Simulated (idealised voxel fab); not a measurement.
voxel capacitor over wiring: a process module
Displayed cross-section: cut, width of 195 nm, square cells sized 5 nm.
Cross-section layout: square cells on a grid; listed as bands, top to bottom; a band spans one or more cell rows. The entry gives the band's vertical extent as a top height and a bottom height in nm, then its horizontal make-up as materials from left to right, each with a width in nm. "air" stands for empty space; a single material marked "full width" fills the band edge to edge. Height is counted from the level 0, under which the received wafer is composed throughout of one material. The lowest of the bands is not closed at the bottom but continues downward, in the notation "z 0 and below". Think of "30..40" as a width that walks from the first number to the second as you go down the band, top row to bottom row, taking equal-sized steps from row to row. "no alteration" after a step means that no cell of the cross-section changed. Under "Voids, fully enclosed" you'll find the enclosed gaps, the ones with no way out to the top, that are 8 cells or bigger; each reads width x height at distance, with distance counted from the left edge, everything in nm. Anything after a step's settings on that line? It's the simulator's own note about the step. What "overlay nm" on a step's line means: if the step has a mask, that mask lay this far to the right of its planned place, or, when the value is negative, to the left.

Set out below are the planned steps of the process:
- 1: RECEIVE, material Si
- 2: CONFORMAL_DEP, material SiO2, thk nm 15
- 3: CONFORMAL_DEP, material SiN, thk nm 5
- 4: DIRECTIONAL_DEP, material SiO2, thk nm 20
- 5: DIRECTIONAL_DEP, material aC, thk nm 15
- 6: PATTERN, tone open, mask id METAL_1, material resist, width nm 25, pitch nm 75, thk nm 35, overlay nm 0
- 7: DIRECTIONAL_ETCH, etch materials aC, depth nm 15
- 8: STRIP, etch materials resist
- 9: DIRECTIONAL_ETCH, etch materials SiO2, depth nm 20
- 10: DIRECTIONAL_ETCH, etch materials SiN, depth nm 5
- 11: STRIP, etch materials aC
- 12: CONFORMAL_DEP, material TiN, thk nm 5
- 13: FILL_DEP, material Ru, thk nm 5
- 14: CMP, height nm 40
- 15: CONFORMAL_DEP, material SiCN, thk nm 5
- 16: DIRECTIONAL_DEP, material lowk, thk nm 10
- 17: MASKED_ETCH, tone open, mask id PLUG_1, width nm 15, etch materials lowk, depth nm 10, overlay nm 0
- 18: MASKED_ETCH, tone open, mask id PLUG_1, width nm 15, etch materials SiCN, depth nm 5, overlay nm 0
- 19: EPI, material Ru, thk nm 10
- 20: EPI, material Ru, thk nm 5
- 21: DIRECTIONAL_DEP, material TiN, thk nm 10
- 22: DIRECTIONAL_DEP, material HfO2, thk nm 5
- 23: DIRECTIONAL_DEP, material TiN, thk nm 10
- 24: PATTERN, tone cover, mask id UPPER_PLATE, material resist, width nm 55, thk nm 15, overlay nm 0
- 25: DIRECTIONAL_ETCH, etch materials TiN, depth nm 10
- 26: DIRECTIONAL_ETCH, etch materials HfO2, depth nm 5
- 27: STRIP, etch materials resist
- 28: PATTERN, tone cover, mask id LOWER_PLATE, material resist, width nm 65, thk nm 15, overlay nm 0
- 29: DIRECTIONAL_ETCH, etch materials TiN, depth nm 10
- 30: STRIP, etch materials resist
- 31: FILL_DEP, material SiO2, thk nm 20
- 32: CMP, height nm 95
- 33: PATTERN, tone open, mask id PLUG_2, material resist, width nm 15, thk nm 20, overlay nm 0
- 34: DIRECTIONAL_ETCH, etch materials SiO2, depth nm 15
- 35: STRIP, etch materials resist
- 36: CONFORMAL_DEP, material TiN, thk nm 5
- 37: FILL_DEP, material Ru, thk nm 5
- 38: CMP, height nm 95
- 39: CONFORMAL_DEP, material SiCN, thk nm 5

Of two wafers, the first: run according to plan:

Incoming wafer in cross-section (state: after step 1):
- z 0 and below: Si full width
- Voids, fully enclosed: none

Cross-section: wafer state after step 2:
- z 15 to 0: SiO2 full width
- Everything below 0 is unchanged.

Cross-section: wafer state after step 3:
- z 20 to 15: SiN full width
- Everything below 15 is unchanged.

Cross-section: wafer state after step 4:
- z 40 to 20: SiO2 full width
- Everything below 20 is unchanged.

Cross-section: wafer state after step 5:
- z 55 to 40: aC full width
- Everything below 40 is unchanged.

Cross-section: wafer state after step 6:
- z 90 to 55: resist 45 / air 25 / resist 50 / air 25 / resist 50
- Everything below 55 is unchanged.

Cross-section: wafer state after step 7:
- z 75 to 55: resist 45 / air 25 / resist 50 / air 25 / resist 50
- z 55 to 40: aC 45 / air 25 / aC 50 / air 25 / aC 50
- Everything below 40 is unchanged.

Cross-section: wafer state after step 8:
- z 55 to 40: aC 45 / air 25 / aC 50 / air 25 / aC 50
- Everything below 40 is unchanged.

Cross-section: wafer state after step 9:
- z 55 to 40: aC 45 / air 25 / aC 50 / air 25 / aC 50
- z 40 to 20: SiO2 45 / air 25 / SiO2 50 / air 25 / SiO2 50
- Everything below 20 is unchanged.

Cross-section: wafer state after step 10:
- z 55 to 40: aC 45 / air 25 / aC 50 / air 25 / aC 50
- z 40 to 20: SiO2 45 / air 25 / SiO2 50 / air 25 / SiO2 50
- z 20 to 15: SiN 45 / air 25 / SiN 50 / air 25 / SiN 50
- Everything below 15 is unchanged.

Cross-section: wafer state after step 11:
- z 40 to 20: SiO2 45 / air 25 / SiO2 50 / air 25 / SiO2 50
- Everything below 20 is unchanged.

Cross-section: wafer state after step 12:
- z 45 to 40: TiN 50 / air 15 / TiN 60 / air 15 / TiN 55
- z 40 to 20: SiO2 45 / TiN 5 / air 15 / TiN 5 / SiO2 50 / TiN 5 / air 15 / TiN 5 / SiO2 50
- z 20 to 15: SiN 45 / TiN 25 / SiN 50 / TiN 25 / SiN 50
- Everything below 15 is unchanged.

Cross-section: wafer state after step 13:
- z 50 to 45: Ru full width
- z 45 to 40: TiN 50 / Ru 15 / TiN 60 / Ru 15 / TiN 55
- z 40 to 20: SiO2 45 / TiN 5 / Ru 15 / TiN 5 / SiO2 50 / TiN 5 / Ru 15 / TiN 5 / SiO2 50
- Everything below 20 is unchanged.

Cross-section: wafer state after step 14:
- z 40 to 20: SiO2 45 / TiN 5 / Ru 15 / TiN 5 / SiO2 50 / TiN 5 / Ru 15 / TiN 5 / SiO2 50
- Everything below 20 is unchanged.

Cross-section: wafer state after step 15:
- z 45 to 40: SiCN full width
- Everything below 40 is unchanged.

Cross-section: wafer state after step 16:
- z 55 to 45: lowk full width
- Everything below 45 is unchanged.

Cross-section: wafer state after step 17:
- z 55 to 45: lowk 55 / air 15 / lowk 125
- Everything below 45 is unchanged.

Cross-section: wafer state after step 18:
- z 55 to 45: lowk 55 / air 15 / lowk 125
- z 45 to 40: SiCN 55 / air 15 / SiCN 125
- Everything below 40 is unchanged.

Cross-section: wafer state after step 19:
- z 55 to 50: lowk 55 / air 15 / lowk 125
- z 50 to 45: lowk 55 / Ru 15 / lowk 125
- z 45 to 40: SiCN 55 / Ru 15 / SiCN 125
- Everything below 40 is unchanged.

Cross-section: wafer state after step 20:
- z 55 to 45: lowk 55 / Ru 15 / lowk 125
- Everything below 45 is unchanged.

Cross-section: wafer state after step 21:
- z 65 to 55: TiN full width
- Everything below 55 is unchanged.

Cross-section: wafer state after step 22:
- z 70 to 65: HfO2 full width
- Everything below 65 is unchanged.

Cross-section: wafer state after step 23:
- z 80 to 70: TiN full width
- Everything below 70 is unchanged.

Cross-section: wafer state after step 24:
- z 95 to 80: air 55 / resist 55 / air 85
- Everything below 80 is unchanged.

Cross-section: wafer state after step 25:
- z 95 to 80: air 55 / resist 55 / air 85
- z 80 to 70: air 55 / TiN 55 / air 85
- Everything below 70 is unchanged.

Cross-section: wafer state after step 26:
- z 95 to 80: air 55 / resist 55 / air 85
- z 80 to 70: air 55 / TiN 55 / air 85
- z 70 to 65: air 55 / HfO2 55 / air 85
- Everything below 65 is unchanged.

Cross-section: wafer state after step 27:
- z 80 to 70: air 55 / TiN 55 / air 85
- Everything below 70 is unchanged.

Cross-section: wafer state after step 28:
- z 95 to 80: air 50 / resist 65 / air 80
- z 80 to 70: air 50 / resist 5 / TiN 55 / resist 5 / air 80
- z 70 to 65: air 50 / resist 5 / HfO2 55 / resist 5 / air 80
- Everything below 65 is unchanged.

Cross-section: wafer state after step 29:
- z 95 to 80: air 50 / resist 65 / air 80
- z 80 to 70: air 50 / resist 5 / TiN 55 / resist 5 / air 80
- z 70 to 65: air 50 / resist 5 / HfO2 55 / resist 5 / air 80
- z 65 to 55: air 50 / TiN 65 / air 80
- Everything below 55 is unchanged.

Cross-section: wafer state after step 30:
- z 80 to 70: air 55 / TiN 55 / air 85
- z 70 to 65: air 55 / HfO2 55 / air 85
- Everything below 65 is unchanged.

Cross-section: wafer state after step 31:
- z 100 to 80: SiO2 full width
- z 80 to 70: SiO2 55 / TiN 55 / SiO2 85
- z 70 to 65: SiO2 55 / HfO2 55 / SiO2 85
- z 65 to 55: SiO2 50 / TiN 65 / SiO2 80
- Everything below 55 is unchanged.

Cross-section: wafer state after step 32:
- z 95 to 80: SiO2 full width
- Everything below 80 is unchanged.

Cross-section: wafer state after step 33:
- z 115 to 95: resist 65 / air 15 / resist 115
- Everything below 95 is unchanged.

Cross-section: wafer state after step 34:
- z 115 to 95: resist 65 / air 15 / resist 115
- z 95 to 80: SiO2 65 / air 15 / SiO2 115
- Everything below 80 is unchanged.

Cross-section: wafer state after step 35:
- z 95 to 80: SiO2 65 / air 15 / SiO2 115
- Everything below 80 is unchanged.

Cross-section: wafer state after step 36:
- z 100 to 95: TiN 70 / air 5 / TiN 120
- z 95 to 85: SiO2 65 / TiN 5 / air 5 / TiN 5 / SiO2 115
- z 85 to 80: SiO2 65 / TiN 15 / SiO2 115
- Everything below 80 is unchanged.

Cross-section: wafer state after step 37:
- z 105 to 100: Ru full width
- z 100 to 95: TiN 70 / Ru 5 / TiN 120
- z 95 to 85: SiO2 65 / TiN 5 / Ru 5 / TiN 5 / SiO2 115
- Everything below 85 is unchanged.

Cross-section: wafer state after step 38:
- z 95 to 85: SiO2 65 / TiN 5 / Ru 5 / TiN 5 / SiO2 115
- Everything below 85 is unchanged.

Cross-section: wafer state after step 39:
- z 100 to 95: SiCN full width
- Everything below 95 is unchanged.

For the second wafer, take the first wafer's start and plan, then add one mistake made in running it; everything through step 37, that step included, is shared with the first:

Here is the second wafer in cross-section at the point where step 38 of the plan should have been done:
- z 85 to 80: SiO2 65 / TiN 15 / SiO2 115
- Everything below 80 is unchanged.

Here is the second wafer in cross-section at the point where step 39 of the plan should have been done:
- z 90 to 85: SiCN full width
- Everything below 85 is unchanged.
Diagnosis: step 38 was run on a setting that differed from the plan, and what really ran there is CMP, height nm 85
Final comparison by cell count, materials where the second wafer has more or fewer than the first: 2 fewer of Ru | 72 fewer of SiO2 | 4 fewer of TiN
